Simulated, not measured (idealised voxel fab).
process module | voxel capacitor over wiring
cross-section cut | 290 nm wide | cells 5 nm
A cross-section is a grid of square cells, given in bands from the top down. A band is one or more rows of cells.
Each band's line starts with the height of the band's top and of its bottom, in nm. Then come its materials from left to right, each with its width in nm. One material with "throughout" fills the band from edge to edge. "air" is empty space.
Height 0 is the level under which the wafer as received is all one material. The lowest band goes on downwards, as in "0 down".
A width such as "30 to 40" changes by the same amount from each row of cells to the next, from the band's top row to its bottom row.
"no change" after a step means that no cell of the cross-section changed.
closed voids: empty space of 8 cells or more with no open way to the top, each as width x height at its distance from the left edge, in nm
after a step's settings: what the simulator itself notes on the step
overlay nm, on a step with a mask: how far to the right of its planned place the mask lay; to the left if negative
Each pair below shows a cross-section before one step and the cross-section after it, down to the lowest band that changed. The line under each pair gives the step between them, with its settings. The pairs can come from different runs of this module on the same starting wafer, so a pair continues from the pair above only where its "before" says so.
before
  85 to 75: air 100 | TiN 15 | air 175
  75 to 70: air 100 | HfO2 15 | air 175
  70 to 65: air 100 | TiN 60 | air 130
  65 to 60: air 100 | SiO2 15 | TiN 45 | air 130
  60 to 55: air 100 | SiO2 15 | HfO2 45 | air 130
  55 to 50: TiN 100 | SiO2 15 | TiN 175
  50 to 45: SiCN throughout
  45 to 20: lowk 85 | TiN 5 | W 20 | TiN 5 | lowk 55 | TiN 5 | W 20 | TiN 5 | lowk 90
  20 to 15: SiN 85 | TiN 30 | SiN 55 | TiN 30 | SiN 90
  15 to 0: SiO2 throughout
  0 down: Si throughout
  closed voids: none
after
  95 to 85: air 100 | aC 15 | air 175
  85 to 80: air 100 | TiN 15 | air 175
  80 to 75: air 100 | TiN 15 | aC 45 | air 130
  75 to 70: air 100 | HfO2 15 | aC 45 | air 130
  70 to 65: air 100 | TiN 60 | air 130
  65 to 60: aC 100 | SiO2 15 | TiN 45 | aC 130
  60 to 55: aC 100 | SiO2 15 | HfO2 45 | aC 130
  below 55: unchanged
  closed voids: none
the step between: op DIRECTIONAL_DEP | material aC | thk nm 10
before: the cross-section after the pair above
after
  120 to 95: air 95 | resist 70 | air 125
  95 to 85: air 95 | resist 5 | aC 15 | resist 50 | air 125
  85 to 80: air 95 | resist 5 | TiN 15 | resist 50 | air 125
  80 to 75: air 95 | resist 5 | TiN 15 | aC 45 | resist 5 | air 125
  75 to 70: air 95 | resist 5 | HfO2 15 | aC 45 | resist 5 | air 125
  70 to 65: air 95 | resist 5 | TiN 60 | resist 5 | air 125
  below 65: unchanged
  closed voids: none
the step between: op PATTERN | tone cover | mask id LOWER_PLATE | material resist | width nm 70 | thk nm 25 | overlay nm 0
before: the cross-section after the pair above
after
  110 to 95: air 95 | resist 70 | air 125
  95 to 85: air 95 | resist 5 | aC 15 | resist 50 | air 125
  85 to 80: air 95 | resist 5 | TiN 15 | resist 50 | air 125
  80 to 75: air 95 | resist 5 | TiN 15 | aC 45 | resist 5 | air 125
  75 to 70: air 95 | resist 5 | HfO2 15 | aC 45 | resist 5 | air 125
  70 to 65: air 95 | resist 5 | TiN 60 | resist 5 | air 125
  65 to 60: air 95 | aC 5 | SiO2 15 | TiN 45 | aC 5 | air 125
  60 to 55: air 95 | aC 5 | SiO2 15 | HfO2 45 | aC 5 | air 125
  below 55: unchanged
  closed voids: none
the step between: op DIRECTIONAL_ETCH | etch materials aC | depth nm 10
before: the cross-section after the pair above
after
  95 to 85: air 100 | aC 15 | air 175
  85 to 80: air 100 | TiN 15 | air 175
  80 to 75: air 100 | TiN 15 | aC 45 | air 130
  75 to 70: air 100 | HfO2 15 | aC 45 | air 130
  70 to 65: air 100 | TiN 60 | air 130
  below 65: unchanged
  closed voids: none
the step between: op STRIP | etch materials resist
before: the cross-section after the pair above
after
  95 to 85: air 100 | aC 15 | air 175
  85 to 80: air 100 | TiN 15 | air 175
  80 to 75: air 100 | TiN 15 | aC 45 | air 130
  75 to 70: air 100 | HfO2 15 | aC 45 | air 130
  70 to 65: air 100 | TiN 60 | air 130
  65 to 60: air 95 | aC 5 | SiO2 15 | TiN 45 | aC 5 | air 125
  60 to 55: air 95 | aC 5 | SiO2 15 | HfO2 45 | aC 5 | air 125
  55 to 50: air 95 | TiN 5 | SiO2 15 | TiN 50 | air 125
  below 50: unchanged
  closed voids: none
the step between: op DIRECTIONAL_ETCH | etch materials TiN | depth nm 5
before: the cross-section after the pair above
after
  85 to 75: air 100 | TiN 15 | air 175
  75 to 70: air 100 | HfO2 15 | air 175
  70 to 65: air 100 | TiN 60 | air 130
  65 to 60: air 100 | SiO2 15 | TiN 45 | air 130
  60 to 55: air 100 | SiO2 15 | HfO2 45 | air 130
  below 55: unchanged
  closed voids: none
the step between: op STRIP | etch materials aC
before: the cross-section after the pair above
after
  105 to 85: SiO2 throughout
  85 to 75: SiO2 100 | TiN 15 | SiO2 175
  75 to 70: SiO2 100 | HfO2 15 | SiO2 175
  70 to 60: SiO2 100 to 115 | TiN 60 to 45 | SiO2 130
  60 to 55: SiO2 115 | HfO2 45 | SiO2 130
  55 to 50: SiO2 95 | TiN 5 | SiO2 15 | TiN 50 | SiO2 125
  below 50: unchanged
  closed voids: none
the step between: op FILL_DEP | material SiO2 | thk nm 20
before: the cross-section after the pair above
after
  100 to 85: SiO2 throughout
  below 85: unchanged
  closed voids: none
the step between: op CMP | height nm 100
before: the cross-section after the pair above
after
  115 to 100: aC throughout
  below 100: unchanged
  closed voids: none
the step between: op DIRECTIONAL_DEP | material aC | thk nm 15
before: the cross-section after the pair above
after
  145 to 115: resist 110 | air 15 | resist 165
  below 115: unchanged
  closed voids: none
the step between: op PATTERN | tone open | mask id PLUG_2 | material resist | width nm 15 | thk nm 30 | overlay nm 0
before: the cross-section after the pair above
after
  130 to 115: resist 110 | air 15 | resist 165
  115 to 100: aC 110 | air 15 | aC 165
  below 100: unchanged
  closed voids: none
the step between: op DIRECTIONAL_ETCH | etch materials aC | depth nm 15
before: the cross-section after the pair above
after
  115 to 100: aC 110 | air 15 | aC 165
  below 100: unchanged
  closed voids: none
the step between: op STRIP | etch materials resist
before: the cross-section after the pair above
after
  115 to 100: aC 110 | air 15 | aC 165
  100 to 85: SiO2 110 | air 15 | SiO2 165
  below 85: unchanged
  closed voids: none
the step between: op DIRECTIONAL_ETCH | etch materials SiO2 | depth nm 15
before: the cross-section after the pair above
after
  100 to 85: SiO2 110 | air 15 | SiO2 165
  below 85: unchanged
  closed voids: none
the step between: op STRIP | etch materials aC
before: the cross-section after the pair above
after
  105 to 100: TiN 115 | air 5 | TiN 170
  100 to 90: SiO2 110 | TiN 5 | air 5 | TiN 5 | SiO2 165
  90 to 85: SiO2 110 | TiN 15 | SiO2 165
  below 85: unchanged
  closed voids: none
the step between: op CONFORMAL_DEP | material TiN | thk nm 5
before: the cross-section after the pair above
after
  110 to 105: Cu throughout
  105 to 100: TiN 115 | Cu 5 | TiN 170
  100 to 90: SiO2 110 | TiN 5 | Cu 5 | TiN 5 | SiO2 165
  below 90: unchanged
  closed voids: none
the step between: op FILL_DEP | material Cu | thk nm 5
before: the cross-section after the pair above
after
  100 to 90: SiO2 110 | TiN 5 | Cu 5 | TiN 5 | SiO2 165
  below 90: unchanged
  closed voids: none
the step between: op CMP | height nm 100
before: the cross-section after the pair above
after
  105 to 100: SiN throughout
  below 100: unchanged
  closed voids: none
the step between: op CONFORMAL_DEP | material SiN | thk nm 5
